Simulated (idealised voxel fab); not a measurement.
process module | voxel gate over fins
cross-section cut | 150 nm wide | cells 5 nm
A cross-section is a grid of square cells, given in bands from the top down. A band is one or more rows of cells.
Each band's line starts with the height of the band's top and of its bottom, in nm. Then come its materials from left to right, each with its width in nm. One material with "throughout" fills the band from edge to edge. "air" is empty space.
Height 0 is the level under which the wafer as received is all one material. The lowest band goes on downwards, as in "0 down".
A width such as "30 to 40" changes by the same amount from each row of cells to the next, from the band's top row to its bottom row.
"no change" after a step means that no cell of the cross-section changed.
closed voids: empty space of 8 cells or more with no open way to the top, each as width x height at its distance from the left edge, in nm
after a step's settings: what the simulator itself notes on the step
overlay nm, on a step with a mask: how far to the right of its planned place the mask lay; to the left if negative
plan
1 op RECEIVE | material Si
2 op CONFORMAL_DEP | material SiN | thk nm 10
3 op DIRECTIONAL_DEP | material aC | thk nm 15
4 op PATTERN | tone cover | mask id FINS | material resist | width nm 15 | pitch nm 35 | thk nm 35 | overlay nm 0
5 op DIRECTIONAL_ETCH | etch materials aC | depth nm 15
6 op STRIP | etch materials resist
7 op DIRECTIONAL_ETCH | etch materials SiN | depth nm 10
8 op DIRECTIONAL_ETCH | etch materials Si | depth nm 35
9 op STRIP | etch materials aC
10 op OXIDIZE | depth nm 5
11 op FILL_DEP | material SiO2 | thk nm 15
12 op CMP | height nm 10
13 op SELECTIVE_ETCH | etch materials SiO2 | depth nm 25
14 op STRIP | etch materials SiN
15 op CONFORMAL_DEP | material HfO2 | thk nm 5
16 op CONFORMAL_DEP | material TiN | thk nm 5
17 op FILL_DEP | material W | thk nm 10
18 op CMP | height nm 15
19 op CONFORMAL_DEP | material SiCN | thk nm 5
varied across the wafers: thk nm of step 19. The plan shows the first wafer's value. All wafers start alike
first wafer as received, after step 1
  0 down: Si throughout
  closed voids: none
first wafer at the end, after step 19
  20 to 15: SiCN throughout
  15 to 10: W throughout
  10 to 5: W 45 | TiN 25 | W 10 | TiN 25 | W 45
  5 to 0: W 45 | TiN 5 | HfO2 15 | TiN 5 | W 10 | TiN 5 | HfO2 15 | TiN 5 | W 45
  0 to -5: W 45 | TiN 5 | HfO2 5 | Si 5 | HfO2 5 | TiN 5 | W 10 | TiN 5 | HfO2 5 | Si 5 | HfO2 5 | TiN 5 | W 45
  -5 to -10: TiN 50 | HfO2 5 | Si 5 | HfO2 5 | TiN 20 | HfO2 5 | Si 5 | HfO2 5 | TiN 50
  -10 to -15: HfO2 55 | Si 5 | HfO2 30 | Si 5 | HfO2 55
  -15 to -40: SiO2 55 | Si 5 | SiO2 30 | Si 5 | SiO2 55
  -40 down: Si throughout
  closed voids: none
last wafer at the end
  35 to 15: SiCN throughout
  15 to 10: W throughout
  10 to 5: W 45 | TiN 25 | W 10 | TiN 25 | W 45
  5 to 0: W 45 | TiN 5 | HfO2 15 | TiN 5 | W 10 | TiN 5 | HfO2 15 | TiN 5 | W 45
  0 to -5: W 45 | TiN 5 | HfO2 5 | Si 5 | HfO2 5 | TiN 5 | W 10 | TiN 5 | HfO2 5 | Si 5 | HfO2 5 | TiN 5 | W 45
  -5 to -10: TiN 50 | HfO2 5 | Si 5 | HfO2 5 | TiN 20 | HfO2 5 | Si 5 | HfO2 5 | TiN 50
  -10 to -15: HfO2 55 | Si 5 | HfO2 30 | Si 5 | HfO2 55
  -15 to -40: SiO2 55 | Si 5 | SiO2 30 | Si 5 | SiO2 55
  -40 down: Si throughout
  closed voids: none
each wafer at the end: cells of each material gained (+) or lost (-) since it was received, then its closed voids
thk nm 5 | +42 HfO2 | -224 Si | +30 SiCN | +140 SiO2 | +42 TiN | +90 W | closed voids: none
thk nm 10 | +42 HfO2 | -224 Si | +60 SiCN | +140 SiO2 | +42 TiN | +90 W | closed voids: none
thk nm 15 | +42 HfO2 | -224 Si | +90 SiCN | +140 SiO2 | +42 TiN | +90 W | closed voids: none
thk nm 20 | +42 HfO2 | -224 Si | +120 SiCN | +140 SiO2 | +42 TiN | +90 W | closed voids: none
